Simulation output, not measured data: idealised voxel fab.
process module | voxel wiring stack
cross-section cut | 165 nm wide | cells 5 nm
A cross-section is a grid of square cells, given in bands from the top down. A band is one or more rows of cells.
Each band's line starts with the height of the band's top and of its bottom, in nm. Then come its materials from left to right, each with its width in nm. One material with "throughout" fills the band from edge to edge. "air" is empty space.
Height 0 is the level under which the wafer as received is all one material. The lowest band goes on downwards, as in "0 down".
A width such as "30 to 40" changes by the same amount from each row of cells to the next, from the band's top row to its bottom row.
"no change" after a step means that no cell of the cross-section changed.
closed voids: empty space of 8 cells or more with no open way to the top, each as width x height at its distance from the left edge, in nm
after a step's settings: what the simulator itself notes on the step
overlay nm, on a step with a mask: how far to the right of its planned place the mask lay; to the left if negative
plan
1 op RECEIVE | material Si
2 op CONFORMAL_DEP | material SiO2 | thk nm 15
3 op CONFORMAL_DEP | material SiCN | thk nm 5
4 op DIRECTIONAL_DEP | material SiO2 | thk nm 20
5 op PATTERN | tone open | mask id METAL_1 | material resist | width nm 25 | pitch nm 50 | thk nm 20 | overlay nm 0
6 op DIRECTIONAL_ETCH | etch materials SiO2 | depth nm 20
7 op DIRECTIONAL_ETCH | etch materials SiCN | depth nm 5
8 op STRIP | etch materials resist
9 op CONFORMAL_DEP | material TiN | thk nm 5
10 op FILL_DEP | material Cu | thk nm 10
11 op CMP | height nm 40
12 op EPI | material Ru | thk nm 5
13 op FILL_DEP | material SiCN | thk nm 5
14 op DIRECTIONAL_DEP | material SiO2 | thk nm 15
15 op DIRECTIONAL_DEP | material aC | thk nm 10
16 op PATTERN | tone open | mask id PLUG_1 | material resist | width nm 15 | thk nm 25 | overlay nm 0
17 op DIRECTIONAL_ETCH | etch materials aC | depth nm 10
18 op STRIP | etch materials resist
19 op DIRECTIONAL_ETCH | etch materials SiO2 | depth nm 15
20 op DIRECTIONAL_ETCH | etch materials SiCN | depth nm 5
21 op STRIP | etch materials aC
22 op CONFORMAL_DEP | material TiN | thk nm 5
23 op FILL_DEP | material Cu | thk nm 5
24 op CMP | height nm 65
25 op DIRECTIONAL_DEP | material TiN | thk nm 5
26 op DIRECTIONAL_DEP | material W | thk nm 15
27 op MASKED_ETCH | tone cover | mask id METAL_2 | width nm 25 | pitch nm 50 | etch materials W | depth nm 15 | overlay nm 0
28 op MASKED_ETCH | tone cover | mask id METAL_2 | width nm 25 | pitch nm 50 | etch materials TiN | depth nm 5 | overlay nm 0
29 op FILL_DEP | material lowk | thk nm 10
30 op CMP | height nm 85
31 op CONFORMAL_DEP | material SiCN | thk nm 5
32 op DIRECTIONAL_DEP | material lowk | thk nm 25
33 op DIRECTIONAL_DEP | material aC | thk nm 10
34 op PATTERN | tone open | mask id METAL_3_HOLES | material resist | width nm 15 | thk nm 30 | overlay nm 0
35 op DIRECTIONAL_ETCH | etch materials aC | depth nm 10
36 op STRIP | etch materials resist
37 op DIRECTIONAL_ETCH | etch materials lowk | depth nm 25
38 op STRIP | etch materials aC
39 op MASKED_ETCH | tone open | mask id METAL_3 | width nm 25 | pitch nm 50 | etch materials lowk | depth nm 15 | overlay nm 0
40 op MASKED_ETCH | tone open | mask id METAL_3 | width nm 25 | pitch nm 50 | etch materials SiCN | depth nm 5 | overlay nm 0
41 op CONFORMAL_DEP | material TiN | thk nm 5
42 op FILL_DEP | material Ru | thk nm 5
43 op CMP | height nm 115
44 op CONFORMAL_DEP | material SiCN | thk nm 5
45 op DIRECTIONAL_DEP | material SiO2 | thk nm 30
46 op DIRECTIONAL_DEP | material aC | thk nm 15
47 op PATTERN | tone open | mask id METAL_4_HOLES | material resist | width nm 15 | pitch nm 50 | thk nm 30 | overlay nm 0
48 op DIRECTIONAL_ETCH | etch materials aC | depth nm 15
49 op STRIP | etch materials resist
50 op DIRECTIONAL_ETCH | etch materials SiO2 | depth nm 30
51 op STRIP | etch materials aC
52 op DIRECTIONAL_DEP | material aC | thk nm 15
53 op PATTERN | tone open | mask id METAL_4 | material resist | width nm 25 | pitch nm 50 | thk nm 30 | overlay nm 0
54 op DIRECTIONAL_ETCH | etch materials aC | depth nm 15
55 op STRIP | etch materials resist
56 op DIRECTIONAL_ETCH | etch materials SiO2 | depth nm 15
57 op DIRECTIONAL_ETCH | etch materials SiCN | depth nm 5
58 op STRIP | etch materials aC
59 op CONFORMAL_DEP | material TiN | thk nm 5
60 op FILL_DEP | material Cu | thk nm 5
61 op CMP | height nm 150
62 op CONFORMAL_DEP | material SiN | thk nm 5
as received, after step 1
  0 down: Si throughout
  closed voids: none
a wafer at the end: this start, this plan, one mistake
  155 to 150: SiN throughout
  150 to 140: SiO2 45 | TiN 5 | Cu 15 | TiN 5 | SiO2 25 | TiN 5 | Cu 15 | TiN 5 | SiO2 45
  140 to 135: SiO2 45 | TiN 5 | Cu 5 | TiN 15 | SiO2 25 | TiN 5 | Cu 5 | TiN 15 | SiO2 45
  135 to 120: SiO2 45 | TiN 5 | Cu 5 | TiN 5 | SiO2 35 | TiN 5 | Cu 5 | TiN 5 | SiO2 55
  120 to 115: SiCN 45 | TiN 15 | SiCN 35 | TiN 15 | SiCN 55
  115 to 105: lowk 45 | TiN 5 | Ru 15 | TiN 5 | lowk 30 | TiN 5 | Ru 10 | TiN 5 | lowk 45
  105 to 100: lowk 45 | TiN 5 | Ru 5 | TiN 15 | lowk 30 | TiN 20 | lowk 45
  100 to 90: lowk 45 | TiN 5 | Ru 5 | TiN 5 | lowk 105
  90 to 85: SiCN 45 | TiN 15 | SiCN 105
  85 to 70: lowk 45 | W 25 | lowk 25 | W 25 | lowk 45
  70 to 65: lowk 45 | TiN 25 | lowk 25 | TiN 25 | lowk 45
  65 to 50: SiO2 45 | TiN 5 | Cu 5 | TiN 5 | SiO2 105
  50 to 45: SiCN 45 | TiN 15 | SiCN 105
  45 to 40: SiCN 40 | Ru 35 | SiCN 15 | Ru 35 | SiCN 40
  40 to 20: SiO2 45 | TiN 5 | Cu 15 | TiN 5 | SiO2 25 | TiN 5 | Cu 15 | TiN 5 | SiO2 45
  20 to 15: SiCN 45 | TiN 25 | SiCN 25 | TiN 25 | SiCN 45
  15 to 0: SiO2 throughout
  0 down: Si throughout
  closed voids: none
what went wrong: step 39 ran as: op MASKED_ETCH | tone open | mask id METAL_3 | width nm 20 | pitch nm 50 | etch materials lowk | depth nm 15 | overlay nm 0
